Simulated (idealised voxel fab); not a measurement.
Process module under the name voxel air gaps
Xsec cut, 210 nm wide, square cell size 5 nm.
In what follows, cross-sections appear as grids of square cells, described through bands that run from the top down, where every band is one or more rows of cells. This entry defines a band. It first specifies the height of the band's top and the height of its bottom in nm, and then specifies the band's materials from left to right, stating each material with its width in nm. The word "edge to edge" identifies a single material that fills the band from edge to edge, while the word "empty" identifies empty space. A quick word on heights: they are counted from 0, and under that level the wafer as it came to us is one material throughout. The lowest band is different from the rest in having no bottom; it simply continues downward, written as in "0 -> down". The two numbers in a width such as "30->40" mark its ends across the band: the first belongs to the top row of cells, the second to the bottom row, and from each row to the next the width moves by the same amount. "no change occurred" -> step changed no cross-section cell. "Catalogued sealed voids" lists enclosed empty spaces (at least 8 cells, no open path upward to the top), each as width x height at distance from the left edge, in nm. It should be noted that, on the line of a given step, the content following the step's settings is a remark produced by the simulator itself with respect to that step. You can add "overlay nm" to a step's line. For a step with a mask, it describes how far the mask lay to the right of its planned position, and a negative number describes a lay to the left. Reading key. Pairs: pre-step and post-step cross-section, one process step apart; post-step view only to lowest changed band. Step between + settings: beneath pair. Runs: pairs may be from different runs of this module, same starting wafer. Continuation from pair above: only where "State before step" entry says.
State before step:
- 50 -> 15 = empty 55 nm; SiO2 15 nm; empty 25 nm; SiO2 15 nm; empty 25 nm; SiO2 15 nm; empty 60 nm
- 15 -> 10 = SiN edge to edge
- 10 -> 0 = SiO2 edge to edge
- 0 -> down = Si edge to edge
- Catalogued sealed voids: none
Cross-Section After Step:
- 55 -> 50 = empty 50 nm; TiN 25 nm; empty 15 nm; TiN 25 nm; empty 15 nm; TiN 25 nm; empty 55 nm
- 50 -> 20 = empty 50 nm; TiN 5 nm; SiO2 15 nm; TiN 5 nm; empty 15 nm; TiN 5 nm; SiO2 15 nm; TiN 5 nm; empty 15 nm; TiN 5 nm; SiO2 15 nm; TiN 5 nm; empty 55 nm
- 20 -> 15 = TiN 55 nm; SiO2 15 nm; TiN 25 nm; SiO2 15 nm; TiN 25 nm; SiO2 15 nm; TiN 60 nm
- Everything under 15 stays put, no change at all.
- Catalogued sealed voids: none
Processing between the before and after sections above: CONFORMAL_DEP [material TiN] [thk nm 5]
State before step: look at the pair above, its after cross-section is where this step starts.
Cross-Section After Step:
- 60 -> 55 = Cu edge to edge
- 55 -> 50 = Cu 50 nm; TiN 25 nm; Cu 15 nm; TiN 25 nm; Cu 15 nm; TiN 25 nm; Cu 55 nm
- 50 -> 20 = Cu 50 nm; TiN 5 nm; SiO2 15 nm; TiN 5 nm; Cu 15 nm; TiN 5 nm; SiO2 15 nm; TiN 5 nm; Cu 15 nm; TiN 5 nm; SiO2 15 nm; TiN 5 nm; Cu 55 nm
- Everything under 20 stays put, no change at all.
- Catalogued sealed voids: none
Processing between the before and after sections above: FILL_DEP [material Cu] [thk nm 5]
State before step: look at the pair above, its after cross-section is where this step starts.
Cross-Section After Step:
- 50 -> 20 = Cu 50 nm; TiN 5 nm; SiO2 15 nm; TiN 5 nm; Cu 15 nm; TiN 5 nm; SiO2 15 nm; TiN 5 nm; Cu 15 nm; TiN 5 nm; SiO2 15 nm; TiN 5 nm; Cu 55 nm
- Everything under 20 stays put, no change at all.
- Catalogued sealed voids: none
Processing between the before and after sections above: CMP [height nm 50]
State before step: look at the pair above, its after cross-section is where this step starts.
Cross-Section After Step:
- 60 -> 50 = Ru edge to edge
- Everything under 50 stays put, no change at all.
- Catalogued sealed voids: none
Processing between the before and after sections above: EPI [material Ru] [thk nm 10]
State before step: look at the pair above, its after cross-section is where this step starts.
Cross-Section After Step:
- 65 -> 60 = SiCN edge to edge
- Everything under 60 stays put, no change at all.
- Catalogued sealed voids: none
Processing between the before and after sections above: CONFORMAL_DEP [material SiCN] [thk nm 5]
